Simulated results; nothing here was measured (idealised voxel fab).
Module name: voxel self aligned contacts (process module)
Square cells of 5 nm make up the cross-section cut, whose width is 205 nm.
Cross-section format: a grid of square cells, given as bands from top to bottom; each band is one or more rows of cells.
Read a band's entry like this: the first values are the height of its top and the height of its bottom in nm, and what follows is the sequence of materials from left to right, each with its width in nm. Note that "empty" is empty space, and that a single material marked "everywhere" reaches across the band from edge to edge.
A quick word on heights: they are counted from 0, and under that level the wafer as it came to us is one material throughout. The lowest band is different from the rest in having no bottom; it simply continues downward, written as in "from 0 down".
Note: "30..40" means the width goes from the first number (top row of the band) to the second number (bottom row) in equal steps per row of cells.
The cross-section has no changed cell in any step marked "changes: none".
Basically, "Cavities, closed" tells you about the enclosed voids: empty spaces with no open way to the top, 8 cells or bigger, each written width x height at distance, where distance is from the left edge, all in nm.
It should be noted that, on the line of a given step, the content following the step's settings is a remark produced by the simulator itself with respect to that step.
The "overlay nm" setting may appear on a step's line; for a step that uses a mask, it gives how far to the right of its planned position the mask lay, and a negative value indicates the left.
# This section lists the process steps that were planned
- 1: op RECEIVE | material Si
- 2: op CONFORMAL_DEP | material SiO2 | thk nm 5
- 3: op DIRECTIONAL_DEP | material polySi | thk nm 20
- 4: op DIRECTIONAL_DEP | material SiN | thk nm 20
- 5: op MASKED_ETCH | tone cover | mask id GATE | width nm 35 | pitch nm 70 | etch materials SiN | depth nm 20 | overlay nm 0
- 6: op MASKED_ETCH | tone cover | mask id GATE | width nm 35 | pitch nm 70 | etch materials polySi | depth nm 20 | overlay nm 0
- 7: op CONFORMAL_DEP | material SiN | thk nm 10
- 8: op DIRECTIONAL_ETCH | etch materials SiN | depth nm 10
- 9: op FILL_DEP | material SiO2 | thk nm 10
- 10: op CMP | height nm 50
- 11: op PATTERN | tone open | mask id CONTACT | material resist | width nm 45 | pitch nm 70 | thk nm 20 | overlay nm 0
- 12: op DIRECTIONAL_ETCH | etch materials SiO2 | depth nm 50
- 13: op STRIP | etch materials resist
- 14: op CONFORMAL_DEP | material TiN | thk nm 5
- 15: op FILL_DEP | material Ru | thk nm 10
- 16: op CMP | height nm 50
- 17: op CONFORMAL_DEP | material SiCN | thk nm 5
# Wafer cross-section on receipt, i.e. after step 1
    from 0 down: Si everywhere
    Cavities, closed: none
# End-of-module XS, first of two wafers, run as planned
    from 55 to 50: SiCN everywhere
    from 50 to 45: 45 of SiO2, 20 of TiN, 5 of Ru, 20 of TiN, 25 of SiO2, 20 of TiN, 5 of Ru, 20 of TiN, 45 of SiO2
    from 45 to 25: 5 of SiO2, 55 of SiN, 5 of TiN, 5 of Ru, 5 of TiN, 55 of SiN, 5 of TiN, 5 of Ru, 5 of TiN, 55 of SiN, 5 of SiO2
    from 25 to 5: 5 of SiO2, 10 of SiN, 35 of polySi, 10 of SiN, 5 of TiN, 5 of Ru, 5 of TiN, 10 of SiN, 35 of polySi, 10 of SiN, 5 of TiN, 5 of Ru, 5 of TiN, 10 of SiN, 35 of polySi, 10 of SiN, 5 of SiO2
    from 5 to 0: 60 of SiO2, 15 of TiN, 55 of SiO2, 15 of TiN, 60 of SiO2
    from 0 down: Si everywhere
    Cavities, closed: none
# The second wafer, shown in cross-section after the module: started the same way as the first and given the same plan, yet one mistake crept into how it was run
    from 55 to 50: SiO2 everywhere
    from 50 to 45: 45 of SiO2, 20 of TiN, 5 of Ru, 20 of TiN, 25 of SiO2, 20 of TiN, 5 of Ru, 20 of TiN, 45 of SiO2
    from 45 to 25: 5 of SiO2, 55 of SiN, 5 of TiN, 5 of Ru, 5 of TiN, 55 of SiN, 5 of TiN, 5 of Ru, 5 of TiN, 55 of SiN, 5 of SiO2
    from 25 to 5: 5 of SiO2, 10 of SiN, 35 of polySi, 10 of SiN, 5 of TiN, 5 of Ru, 5 of TiN, 10 of SiN, 35 of polySi, 10 of SiN, 5 of TiN, 5 of Ru, 5 of TiN, 10 of SiN, 35 of polySi, 10 of SiN, 5 of SiO2
    from 5 to 0: 60 of SiO2, 15 of TiN, 55 of SiO2, 15 of TiN, 60 of SiO2
    from 0 down: Si everywhere
    Cavities, closed: none
It is concluded that the wafer was processed incorrectly with respect to the plan, in that for step 17, the planned setting was not used; the step was instead run as op CONFORMAL_DEP | material SiO2 | thk nm 5
Looking at both finished wafers in cells, the second ends up ahead of or behind the first on some materials: -41 SiCN; +41 SiO2
